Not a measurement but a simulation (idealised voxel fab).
The process module presented herein is designated voxel trench capacitor.
Square cells of 5 nm make up the cross-section cut, whose width is 200 nm.
Just so we're on the same page, the cross-sections are grids of square cells, and they're listed out in bands top to bottom, each band one or more rows deep. Top height, bottom height, nm. Materials left to right, width each, nm. Single material + "everywhere" = fills band edge to edge. "air" = empty. Counting heights begins at 0, where everything beneath is, in the wafer as received, one material. The lowest band has no bottom; it goes on downwards, as "0 and below" shows. A width such as "30 to 40" changes by the same amount from each row of cells to the next, from the band's top row to its bottom row. A step reported as "nothing changed" is a step in which no cell of the cross-section changed. This entry, "Cavities, closed", enumerates those empty regions of no fewer than 8 cells that possess no open connection to the top. Each region is reported in the form width x height at distance, the distance being taken from the left edge, with all three quantities expressed in nm. On each step's line, the part that comes after the settings is the simulator's own comment on the step. overlay nm: mask right of planned place by this much (step with mask). Neg. = left.

Set out below are the planned steps of the process:
step 1: op RECEIVE | material Si
step 2: op CONFORMAL_DEP | material SiN | thk nm 5
step 3: op PATTERN | tone open | mask id TRENCH | material resist | width nm 30 | pitch nm 45 | thk nm 15 | overlay nm 0
step 4: op DIRECTIONAL_ETCH | etch materials SiN | depth nm 5
step 5: op DIRECTIONAL_ETCH | etch materials Si | depth nm 35
step 6: op STRIP | etch materials resist
step 7: op CONFORMAL_DEP | material Al2O3 | thk nm 5
step 8: op CONFORMAL_DEP | material TiN | thk nm 5
step 9: op FILL_DEP | material W | thk nm 5
step 10: op CMP | height nm 5

This is the cross-section of the wafer as we received it, i.e. after step 1:
* 0 and below: Si everywhere
* Cavities, closed: none

Cross-section, first of two wafers, end of module, run as planned:
* 5 down to 0: SiN: 60 / Al2O3: 5 / TiN: 5 / W: 10 / TiN: 5 / Al2O3: 5 / SiN: 15 / Al2O3: 5 / TiN: 5 / W: 10 / TiN: 5 / Al2O3: 5 / SiN: 65
* 0 down to -25: Si: 60 / Al2O3: 5 / TiN: 5 / W: 10 / TiN: 5 / Al2O3: 5 / Si: 15 / Al2O3: 5 / TiN: 5 / W: 10 / TiN: 5 / Al2O3: 5 / Si: 65
* -25 down to -30: Si: 60 / Al2O3: 5 / TiN: 20 / Al2O3: 5 / Si: 15 / Al2O3: 5 / TiN: 20 / Al2O3: 5 / Si: 65
* -30 down to -35: Si: 60 / Al2O3: 30 / Si: 15 / Al2O3: 30 / Si: 65
* -35 and below: Si everywhere
* Cavities, closed: none

Cross-sectional view: second of two wafers, end of module; start and plan identical to the first, one mistake in running:
* 5 down to 0: W: 50 / TiN: 5 / Al2O3: 5 / SiN: 30 / Al2O3: 5 / TiN: 5 / Al2O3: 5 / SiN: 30 / Al2O3: 5 / TiN: 5 / W: 55
* 0 down to -25: W: 50 / TiN: 5 / Al2O3: 5 / Si: 30 / Al2O3: 5 / TiN: 5 / Al2O3: 5 / Si: 30 / Al2O3: 5 / TiN: 5 / W: 55
* -25 down to -30: TiN: 55 / Al2O3: 5 / Si: 30 / Al2O3: 5 / TiN: 5 / Al2O3: 5 / Si: 30 / Al2O3: 5 / TiN: 60
* -30 down to -35: Al2O3: 60 / Si: 30 / Al2O3: 15 / Si: 30 / Al2O3: 65
* -35 and below: Si everywhere
* Cavities, closed: none
Run error: off-plan run, step 3, actual operation and settings op PATTERN | tone cover | mask id TRENCH | material resist | width nm 30 | pitch nm 45 | thk nm 15 | overlay nm 0
The second wafer ends with more or fewer cells of some materials than the first, per final count: +16 Al2O3; -112 Si; -16 SiN; +10 TiN; +102 W
